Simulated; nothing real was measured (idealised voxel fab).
This section sets out a process module, namely voxel gate over fins.
190 nm wide, 5 nm square cells: that's cross-section cut.
How to read a cross-section here: the picture is a grid of square cells, written as bands going from the top down, and any band can span one or more rows of cells.
The band entry comprises the height of the band's top followed by the height of its bottom, expressed in nm, and subsequently the band's materials from left to right, each stated together with its width in nm. Where a single material is marked with the word "everywhere", that material fills the band from edge to edge. The word "empty" represents empty space.
Convention: height 0 is the level below which the wafer, as received, is all one material. The lowest band does not terminate at the bottom but continues downward, represented as "0..down".
When a width is written as two numbers, as in "30 to 40", the first number is the width in the top row of cells of the band and the second is the width in its bottom row, and the width changes by the same amount from each row to the next.
"remained the same" -> step changed no cross-section cell.
So "Closed void table" is basically the list of trapped voids: any empty space of 8 cells or more that can't reach the top through an opening. They're written width x height at distance, the distance being from the left edge, and it's all nm.
Where a step's line continues beyond its settings, the continuation is a remark by the simulator itself on that step.
For masked steps, "overlay nm" on the step line gives how far right of plan the mask actually lay; a minus sign means it lay to the left.
-- Process steps foreseen in the plan
1. RECEIVE, material Si
2. CONFORMAL_DEP, material SiN, thk nm 10
3. MASKED_ETCH, tone cover, mask id FINS, width nm 15, pitch nm 50, etch materials SiN, depth nm 10, overlay nm 0
4. MASKED_ETCH, tone cover, mask id FINS, width nm 15, pitch nm 50, etch materials Si, depth nm 35, overlay nm 0
5. OXIDIZE, depth nm 5
6. FILL_DEP, material SiO2, thk nm 15
7. CMP, height nm 10
8. PATTERN, tone open, mask id RAIL, material resist, width nm 15, thk nm 15, overlay nm 0
9. DIRECTIONAL_ETCH, etch materials SiO2, depth nm 40
10. STRIP, etch materials resist
11. CONFORMAL_DEP, material TiN, thk nm 5
12. FILL_DEP, material Ru, thk nm 10
13. CMP, height nm 10
14. SELECTIVE_ETCH, etch materials W Ru TiN, depth nm 30
15. FILL_DEP, material SiO2, thk nm 5
16. CMP, height nm 10
17. SELECTIVE_ETCH, etch materials SiO2, depth nm 25
18. STRIP, etch materials SiN
19. CONFORMAL_DEP, material HfO2, thk nm 5
20. CONFORMAL_DEP, material TiN, thk nm 5
21. CONFORMAL_DEP, material TiAl, thk nm 5
22. CONFORMAL_DEP, material TiN, thk nm 5
23. FILL_DEP, material W, thk nm 10
24. CMP, height nm 25
25. CONFORMAL_DEP, material SiN, thk nm 5
-- As received (post step 1): cross-section
> 0..down  Si everywhere
> Closed void table: none
-- Cross-section, first of two wafers, end of module, run as planned
> 30..25  SiN everywhere
> 25..20  W everywhere
> 20..15  W=45 | TiN=45 | W=5 | TiN=45 | W=50
> 15..10  W=45 | TiN=5 | TiAl=35 | TiN=5 | W=5 | TiN=5 | TiAl=35 | TiN=5 | W=50
> 10..5  W=45 | TiN=5 | TiAl=5 | TiN=25 | TiAl=5 | TiN=5 | W=5 | TiN=5 | TiAl=5 | TiN=25 | TiAl=5 | TiN=5 | W=50
> 5..0  TiN=50 | TiAl=5 | TiN=5 | HfO2=15 | TiN=5 | TiAl=5 | TiN=15 | TiAl=5 | TiN=5 | HfO2=15 | TiN=5 | TiAl=5 | TiN=55
> 0..-5  TiAl=55 | TiN=5 | HfO2=5 | Si=5 | HfO2=5 | TiN=5 | TiAl=25 | TiN=5 | HfO2=5 | Si=5 | HfO2=5 | TiN=5 | TiAl=60
> -5..-10  TiN=60 | HfO2=5 | Si=5 | HfO2=5 | TiN=35 | HfO2=5 | Si=5 | HfO2=5 | TiN=65
> -10..-15  HfO2=65 | Si=5 | HfO2=45 | Si=5 | HfO2=70
> -15..-20  SiO2=65 | Si=5 | SiO2=45 | Si=5 | SiO2=70
> -20..-25  SiO2=65 | Si=5 | SiO2=15 | TiN=5 | Ru=5 | TiN=5 | SiO2=15 | Si=5 | SiO2=70
> -25..-30  SiO2=65 | Si=5 | SiO2=15 | TiN=15 | SiO2=15 | Si=5 | SiO2=70
> -30..-40  SiO2=65 | Si=5 | SiO2=45 | Si=5 | SiO2=70
> -40..down  Si everywhere
> Closed void table: none
-- Now the second wafer, cross-sectioned at the end of the module. Nothing different at the start, nothing different in the plan compared with the first, just one mistake when it was actually run
> 30..25  SiN everywhere
> 25..20  W everywhere
> 20..15  W=45 | TiN=45 | W=5 | TiN=45 | W=50
> 15..10  W=45 | TiN=5 | TiAl=35 | TiN=5 | W=5 | TiN=5 | TiAl=35 | TiN=5 | W=50
> 10..5  W=45 | TiN=5 | TiAl=5 | TiN=25 | TiAl=5 | TiN=5 | W=5 | TiN=5 | TiAl=5 | TiN=25 | TiAl=5 | TiN=5 | W=50
> 5..0  TiN=50 | TiAl=5 | TiN=5 | HfO2=15 | TiN=5 | TiAl=5 | TiN=15 | TiAl=5 | TiN=5 | HfO2=15 | TiN=5 | TiAl=5 | TiN=55
> 0..-5  TiAl=55 | TiN=5 | HfO2=5 | Si=5 | HfO2=5 | TiN=5 | TiAl=25 | TiN=5 | HfO2=5 | Si=5 | HfO2=5 | TiN=5 | TiAl=60
> -5..-10  TiN=60 | HfO2=5 | Si=5 | HfO2=5 | TiN=35 | HfO2=5 | Si=5 | HfO2=5 | TiN=65
> -10..-15  HfO2=65 | Si=5 | HfO2=45 | Si=5 | HfO2=70
> -15..-20  SiO2=65 | Si=5 | SiO2=45 | Si=5 | SiO2=70
> -20..-25  SiO2=65 | Si=5 | SiO2=20 | TiN=5 | Ru=5 | TiN=5 | SiO2=10 | Si=5 | SiO2=70
> -25..-30  SiO2=65 | Si=5 | SiO2=20 | TiN=15 | SiO2=10 | Si=5 | SiO2=70
> -30..-40  SiO2=65 | Si=5 | SiO2=45 | Si=5 | SiO2=70
> -40..down  Si everywhere
> Closed void table: none
The plan and the run diverged here: step 8 was run on a setting that differed from the plan, and what really ran there is PATTERN, tone open, mask id RAIL, material resist, width nm 15, thk nm 15, overlay nm 5
Final wafers compared: equal cell tally per material, rearranged layout.
